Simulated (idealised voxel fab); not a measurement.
process module | voxel ribs on slabs
cross-section cut | 160 nm wide | cells 5 nm
A cross-section is a grid of square cells, given in bands from the top down. A band is one or more rows of cells.
Each band's line starts with the height of the band's top and of its bottom, in nm. Then come its materials from left to right, each with its width in nm. One material with "throughout" fills the band from edge to edge. "air" is empty space.
Height 0 is the level under which the wafer as received is all one material. The lowest band goes on downwards, as in "0 down".
A width such as "30 to 40" changes by the same amount from each row of cells to the next, from the band's top row to its bottom row.
"no change" after a step means that no cell of the cross-section changed.
closed voids: empty space of 8 cells or more with no open way to the top, each as width x height at its distance from the left edge, in nm
after a step's settings: what the simulator itself notes on the step
overlay nm, on a step with a mask: how far to the right of its planned place the mask lay; to the left if negative
plan
1 op RECEIVE | material Si
2 op DIRECTIONAL_DEP | material SiO2 | thk nm 20
3 op DIRECTIONAL_DEP | material polySi | thk nm 20
4 op MASKED_ETCH | tone cover | mask id RIB | width nm 30 | etch materials polySi | depth nm 5 | overlay nm 0
5 op PATTERN | tone cover | mask id SLAB | material resist | width nm 80 | thk nm 20 | overlay nm 0
6 op DIRECTIONAL_ETCH | etch materials polySi | depth nm 15
7 op STRIP | etch materials resist
8 op FILL_DEP | material SiO2 | thk nm 20
9 op CMP | height nm 55
10 op DIRECTIONAL_DEP | material W | thk nm 10
11 op MASKED_ETCH | tone cover | mask id HEATER | width nm 40 | etch materials W | depth nm 10 | overlay nm 0
12 op CONFORMAL_DEP | material SiN | thk nm 5
as received, after step 1
  0 down: Si throughout
  closed voids: none
a wafer at the end: this start, this plan, one mistake
  70 to 65: air 55 | SiN 50 | air 55
  65 to 60: air 55 | SiN 5 | W 40 | SiN 5 | air 55
  60 to 55: SiN 60 | W 40 | SiN 60
  55 to 40: SiO2 throughout
  40 to 35: SiO2 65 | polySi 30 | SiO2 65
  35 to 20: SiO2 30 | polySi 80 | SiO2 50
  20 to 0: SiO2 throughout
  0 down: Si throughout
  closed voids: none
what went wrong: step 5 ran as: op PATTERN | tone cover | mask id SLAB | material resist | width nm 80 | thk nm 20 | overlay nm -10
